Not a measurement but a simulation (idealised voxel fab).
process module | voxel capacitor over wiring
This is section cut - it's 155 nm across, gridded in 5 nm square cells.
This document writes a cross-section as a grid whose cells are square, and gives it as bands, listed from the top down; one or more rows of cells form a band.
In this notation a band is specified by the heights of its top and bottom, in that order and in nm, after which its materials appear from left to right, each paired with its width in nm. The word "all across" attached to a single material means that material fills the band from edge to edge; the word "empty" stands for empty space.
Zero point of the height axis is 0; under it, received wafer = one material. Lowest band: continues down indefinitely, "0 -> down".
The width entry "30..40" should be interpreted row by row: the top row of cells in the band takes the first number, the bottom row takes the second number, and the change between adjacent rows is uniform throughout.
What does "no change occurred" mean for a step? It means no cell of the cross-section changed in that step.
"Non-vented voids" - sealed voids, min. 8 cells, no opening to top; format: width x height at distance (distance from left edge; nm throughout).
Step line, after settings: the simulator's comment on this step.
"overlay nm" denotes, for a step that has a mask, the displacement of the mask to the right of its planned place, with negative values corresponding to the left.
### This section lists the process steps that were planned
1 RECEIVE: material Si
2 CONFORMAL_DEP: material SiO2, thk nm 15
3 CONFORMAL_DEP: material SiCN, thk nm 5
4 DIRECTIONAL_DEP: material lowk, thk nm 25
5 DIRECTIONAL_DEP: material aC, thk nm 10
6 PATTERN: tone open, mask id METAL_1, material resist, width nm 20, pitch nm 85, thk nm 30, overlay nm 0
7 DIRECTIONAL_ETCH: etch materials aC, depth nm 10
8 STRIP: etch materials resist
9 DIRECTIONAL_ETCH: etch materials lowk, depth nm 25
10 DIRECTIONAL_ETCH: etch materials SiCN, depth nm 5
11 STRIP: etch materials aC
12 CONFORMAL_DEP: material TiN, thk nm 5
13 FILL_DEP: material Cu, thk nm 5
14 CMP: height nm 45
15 CONFORMAL_DEP: material SiCN, thk nm 5
16 DIRECTIONAL_DEP: material lowk, thk nm 15
17 DIRECTIONAL_DEP: material aC, thk nm 10
18 PATTERN: tone open, mask id PLUG_1, material resist, width nm 15, thk nm 25, overlay nm 0
19 DIRECTIONAL_ETCH: etch materials aC, depth nm 10
20 STRIP: etch materials resist
21 DIRECTIONAL_ETCH: etch materials lowk, depth nm 15
22 DIRECTIONAL_ETCH: etch materials SiCN, depth nm 5
23 STRIP: etch materials aC
24 EPI: material Ru, thk nm 10
25 EPI: material Ru, thk nm 10
26 DIRECTIONAL_DEP: material TiN, thk nm 5
27 DIRECTIONAL_DEP: material HfO2, thk nm 5
28 DIRECTIONAL_DEP: material TiN, thk nm 10
29 MASKED_ETCH: tone cover, mask id UPPER_PLATE, width nm 70, etch materials TiN, depth nm 10, overlay nm 0
30 MASKED_ETCH: tone cover, mask id UPPER_PLATE, width nm 70, etch materials HfO2, depth nm 5, overlay nm 0
31 PATTERN: tone cover, mask id LOWER_PLATE, material resist, width nm 80, thk nm 15, overlay nm 0
32 DIRECTIONAL_ETCH: etch materials TiN, depth nm 5
33 STRIP: etch materials resist
34 FILL_DEP: material SiO2, thk nm 15
35 CMP: height nm 95
36 DIRECTIONAL_DEP: material aC, thk nm 10
37 PATTERN: tone open, mask id PLUG_2, material resist, width nm 15, thk nm 30, overlay nm 0
38 DIRECTIONAL_ETCH: etch materials aC, depth nm 10
39 STRIP: etch materials resist
40 DIRECTIONAL_ETCH: etch materials SiO2, depth nm 10
41 STRIP: etch materials aC
42 CONFORMAL_DEP: material TiN, thk nm 5
43 FILL_DEP: material W, thk nm 10
44 CMP: height nm 95
45 CONFORMAL_DEP: material SiCN, thk nm 5
### As-received wafer cross-section (after step 1)
	0 -> down: Si all across
	Non-vented voids: none
### First of two wafers at the end of the module, shown in cross-section; run carried out as planned
	100 -> 95: SiCN all across
	95 -> 90: SiO2 40, then TiN 5, then W 5, then TiN 5, then SiO2 100
	90 -> 85: SiO2 40, then TiN 15, then SiO2 100
	85 -> 75: SiO2 30, then TiN 70, then SiO2 55
	75 -> 70: SiO2 30, then HfO2 70, then SiO2 55
	70 -> 65: SiO2 25, then TiN 80, then SiO2 50
	65 -> 50: lowk 30, then Ru 15, then lowk 110
	50 -> 45: SiCN 30, then Ru 15, then SiCN 110
	45 -> 20: lowk 25, then TiN 5, then Cu 10, then TiN 5, then lowk 65, then TiN 5, then Cu 10, then TiN 5, then lowk 25
	20 -> 15: SiCN 25, then TiN 20, then SiCN 65, then TiN 20, then SiCN 25
	15 -> 0: SiO2 all across
	0 -> down: Si all across
	Non-vented voids: none
### Presented here is a cross-section of the second of the two wafers as it stood at the end of the module. It was started in the same manner and assigned the same plan as the first wafer; however, one mistake was made in its execution
	100 -> 95: SiCN all across
	95 -> 85: SiO2 30, then TiN 70, then SiO2 55
	85 -> 80: SiO2 30, then HfO2 70, then SiO2 55
	80 -> 75: SiO2 25, then TiN 80, then SiO2 50
	75 -> 65: TiN all across
	65 -> 50: lowk 30, then Ru 15, then lowk 110
	50 -> 45: SiCN 30, then Ru 15, then SiCN 110
	45 -> 20: lowk 25, then TiN 5, then Cu 10, then TiN 5, then lowk 65, then TiN 5, then Cu 10, then TiN 5, then lowk 25
	20 -> 15: SiCN 25, then TiN 20, then SiCN 65, then TiN 20, then SiCN 25
	15 -> 0: SiO2 all across
	0 -> down: Si all across
	Non-vented voids: none
what went wrong: step 26 ran as: DIRECTIONAL_DEP: material TiN, thk nm 15
Final comparison by cell count, materials where the second wafer has more or fewer than the first: 56 fewer of SiO2 | 57 more of TiN | 1 fewer of W
